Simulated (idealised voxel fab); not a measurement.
Process module in this document: voxel wiring stack
The cross-section on display is named cut; it measures 205 nm wide, and its cells are 5 nm squares.
In this document a cross-section is written as a grid of square cells. It is given as a series of bands, listed from the top down, and a band is one or more rows of cells. For a band, the entry starts with two heights in nm, that of the top and then that of the bottom, and carries on with the band's materials in order from left to right, each alongside its width in nm; the word "full width" beside a single material means it fills the band edge to edge, and "air" means empty space. Heads up on the height convention: 0 is the point under which the incoming wafer is all one material, and the lowest band has no bottom, it just keeps going down, like "z 0 and below". The expression "30 to 40" gives the width at the extremes of the band, the first number at its top row of cells and the second at its bottom row, with the width changing by equal amounts from each row to the next in between. "identical to before" means the step left every cell of the cross-section as it was. In the "Trapped voids" entry, you get each enclosed empty space of 8 cells or more, one with no open way to the top, written width x height at distance, distance from the left edge, in nm. Formally, on a step line, whatever follows the settings is a remark that the simulator itself makes on the step. If you see "overlay nm" on a step's line and that step has a mask, it's telling you how far right of where it was planned the mask ended up; a negative number means it went left instead.
[Process steps (planned)]
1) RECEIVE,material Si
2) CONFORMAL_DEP,material SiO2,thk nm 10
3) CONFORMAL_DEP,material SiCN,thk nm 5
4) DIRECTIONAL_DEP,material lowk,thk nm 25
5) DIRECTIONAL_DEP,material aC,thk nm 15
6) PATTERN,tone open,mask id METAL_1,material resist,width nm 20,pitch nm 45,thk nm 35,overlay nm 0
7) DIRECTIONAL_ETCH,etch materials aC,depth nm 15
8) STRIP,etch materials resist
9) DIRECTIONAL_ETCH,etch materials lowk,depth nm 25
10) DIRECTIONAL_ETCH,etch materials SiCN,depth nm 5
11) STRIP,etch materials aC
12) CONFORMAL_DEP,material TiN,thk nm 5
13) FILL_DEP,material Ru,thk nm 5
14) CMP,height nm 40
15) CONFORMAL_DEP,material SiCN,thk nm 5
16) DIRECTIONAL_DEP,material lowk,thk nm 15
17) DIRECTIONAL_DEP,material aC,thk nm 10
18) PATTERN,tone open,mask id PLUG_1,material resist,width nm 15,thk nm 25,overlay nm 0
19) DIRECTIONAL_ETCH,etch materials aC,depth nm 10
20) STRIP,etch materials resist
21) DIRECTIONAL_ETCH,etch materials lowk,depth nm 15
22) DIRECTIONAL_ETCH,etch materials SiCN,depth nm 5
23) STRIP,etch materials aC
24) CONFORMAL_DEP,material TiN,thk nm 5
25) FILL_DEP,material Ru,thk nm 10
26) CMP,height nm 60
27) DIRECTIONAL_DEP,material TiN,thk nm 5
28) DIRECTIONAL_DEP,material Ru,thk nm 20
29) DIRECTIONAL_DEP,material aC,thk nm 10
30) PATTERN,tone cover,mask id METAL_2,material resist,width nm 20,pitch nm 45,thk nm 25,overlay nm 0
31) DIRECTIONAL_ETCH,etch materials aC,depth nm 10
32) STRIP,etch materials resist
33) DIRECTIONAL_ETCH,etch materials Ru,depth nm 20
34) DIRECTIONAL_ETCH,etch materials TiN,depth nm 5
35) STRIP,etch materials aC
36) CONFORMAL_DEP,material SiCN,thk nm 5
37) FILL_DEP,material lowk,thk nm 5
38) CMP,height nm 85
39) CONFORMAL_DEP,material SiCN,thk nm 5
40) DIRECTIONAL_DEP,material lowk,thk nm 10
41) PATTERN,tone open,mask id PLUG_2,material resist,width nm 15,pitch nm 45,thk nm 15,overlay nm 0
42) DIRECTIONAL_ETCH,etch materials lowk,depth nm 10
43) DIRECTIONAL_ETCH,etch materials SiCN,depth nm 5
44) STRIP,etch materials resist
45) CONFORMAL_DEP,material TiN,thk nm 5
46) FILL_DEP,material Cu,thk nm 5
47) CMP,height nm 100
48) DIRECTIONAL_DEP,material TiN,thk nm 5
49) DIRECTIONAL_DEP,material Ru,thk nm 15
50) DIRECTIONAL_DEP,material aC,thk nm 15
51) PATTERN,tone cover,mask id METAL_3,material resist,width nm 15,pitch nm 45,thk nm 30,overlay nm 0
52) DIRECTIONAL_ETCH,etch materials aC,depth nm 15
53) STRIP,etch materials resist
54) DIRECTIONAL_ETCH,etch materials Ru,depth nm 15
55) DIRECTIONAL_ETCH,etch materials TiN,depth nm 5
56) STRIP,etch materials aC
57) FILL_DEP,material lowk,thk nm 5
58) CMP,height nm 120
59) CONFORMAL_DEP,material SiN,thk nm 5
All wafers enter the flow in the same state. The width nm at step 51 differs from wafer to wafer, and the plan gives the value for the first wafer.
[As-received state after step 1, first of several wafers, cross-section]
- z 0 and below | Si full width
- Trapped voids: none
[Quick key for the table: a row per wafer, taken at the end of the module. For each material it tells you how many cells the wafer gained (+) or lost (-) since it came in, and the closed voids come after]
width nm 15 | +4 Cu | +73 Ru | +155 SiCN | +41 SiN | +82 SiO2 | +65 TiN | +605 lowk | Trapped voids: none
width nm 20 | +4 Cu | +79 Ru | +155 SiCN | +41 SiN | +82 SiO2 | +67 TiN | +597 lowk | Trapped voids: none
width nm 25 | +4 Cu | +85 Ru | +155 SiCN | +41 SiN | +82 SiO2 | +69 TiN | +589 lowk | Trapped voids: none
width nm 30 | +4 Cu | +91 Ru | +155 SiCN | +41 SiN | +82 SiO2 | +71 TiN | +581 lowk | Trapped voids: none
